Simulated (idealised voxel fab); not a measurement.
process module | voxel gate over fins
cross-section cut | 295 nm wide | cells 5 nm
A cross-section is a grid of square cells, given in bands from the top down. A band is one or more rows of cells.
Each band's line starts with the height of the band's top and of its bottom, in nm. Then come its materials from left to right, each with its width in nm. One material with "throughout" fills the band from edge to edge. "air" is empty space.
Height 0 is the level under which the wafer as received is all one material. The lowest band goes on downwards, as in "0 down".
A width such as "30 to 40" changes by the same amount from each row of cells to the next, from the band's top row to its bottom row.
"no change" after a step means that no cell of the cross-section changed.
closed voids: empty space of 8 cells or more with no open way to the top, each as width x height at its distance from the left edge, in nm
after a step's settings: what the simulator itself notes on the step
overlay nm, on a step with a mask: how far to the right of its planned place the mask lay; to the left if negative
plan
1 op RECEIVE | material Si
2 op CONFORMAL_DEP | material SiN | thk nm 10
3 op DIRECTIONAL_DEP | material aC | thk nm 15
4 op PATTERN | tone cover | mask id FINS | material resist | width nm 15 | pitch nm 35 | thk nm 35 | overlay nm 0
5 op DIRECTIONAL_ETCH | etch materials aC | depth nm 15
6 op STRIP | etch materials resist
7 op DIRECTIONAL_ETCH | etch materials SiN | depth nm 10
8 op DIRECTIONAL_ETCH | etch materials Si | depth nm 40
9 op STRIP | etch materials aC
10 op FILL_DEP | material SiO2 | thk nm 10
11 op CMP | height nm 10
12 op SELECTIVE_ETCH | etch materials SiO2 | depth nm 20
13 op STRIP | etch materials SiN
14 op CONFORMAL_DEP | material HfO2 | thk nm 5
15 op CONFORMAL_DEP | material TiN | thk nm 5
16 op CONFORMAL_DEP | material TiAl | thk nm 5
17 op CONFORMAL_DEP | material TiN | thk nm 5
18 op FILL_DEP | material W | thk nm 15
19 op CMP | height nm 30
20 op CONFORMAL_DEP | material SiCN | thk nm 5
as received, after step 1
  0 down: Si throughout
  closed voids: none
first wafer at the end, as planned
  35 to 30: SiCN throughout
  30 to 20: W throughout
  20 to 15: W 100 | TiN 90 | W 105
  15 to 10: W 100 | TiN 5 | TiAl 80 | TiN 5 | W 105
  10 to 5: TiN 105 | TiAl 5 | TiN 70 | TiAl 5 | TiN 110
  5 to 0: TiAl 110 | TiN 5 | HfO2 25 | TiN 10 | HfO2 25 | TiN 5 | TiAl 115
  0 to -5: TiN 115 | HfO2 5 | Si 15 | HfO2 5 | TiN 10 | HfO2 5 | Si 15 | HfO2 5 | TiN 120
  -5 to -10: HfO2 120 | Si 15 | HfO2 20 | Si 15 | HfO2 125
  -10 to -40: SiO2 120 | Si 15 | SiO2 20 | Si 15 | SiO2 125
  -40 down: Si throughout
  closed voids: none
second wafer at the end: like start, like plan, one mistake
  35 to 30: SiCN throughout
  30 to 20: W throughout
  20 to 15: W 100 | TiN 90 | W 105
  15 to 10: W 100 | TiN 5 | TiAl 80 | TiN 5 | W 105
  10 to 5: W 100 | TiN 5 | TiAl 5 | TiN 70 | TiAl 5 | TiN 5 | W 105
  5 to 0: W 100 | TiN 5 | TiAl 5 | TiN 5 | HfO2 25 | TiN 10 | HfO2 25 | TiN 5 | TiAl 5 | TiN 5 | W 105
  0 to -10: W 100 | TiN 5 | TiAl 5 | TiN 5 | HfO2 5 | Si 15 | HfO2 5 | TiN 10 | HfO2 5 | Si 15 | HfO2 5 | TiN 5 | TiAl 5 | TiN 5 | W 105
  -10 to -15: TiN 105 | TiAl 5 | TiN 5 | HfO2 5 | Si 15 | HfO2 5 | TiN 10 | HfO2 5 | Si 15 | HfO2 5 | TiN 5 | TiAl 5 | TiN 110
  -15 to -20: TiAl 110 | TiN 5 | HfO2 5 | Si 15 | HfO2 5 | TiN 10 | HfO2 5 | Si 15 | HfO2 5 | TiN 5 | TiAl 115
  -20 to -25: TiN 115 | HfO2 5 | Si 15 | HfO2 5 | TiN 10 | HfO2 5 | Si 15 | HfO2 5 | TiN 120
  -25 to -30: HfO2 120 | Si 15 | HfO2 20 | Si 15 | HfO2 125
  -30 to -40: SiO2 120 | Si 15 | SiO2 20 | Si 15 | SiO2 125
  -40 down: Si throughout
  closed voids: none
what went wrong: step 12 was run twice
at the end the second wafer has, in cells: 16 more of HfO2 | 212 fewer of SiO2 | 8 more of TiAl | 24 more of TiN | 164 more of W
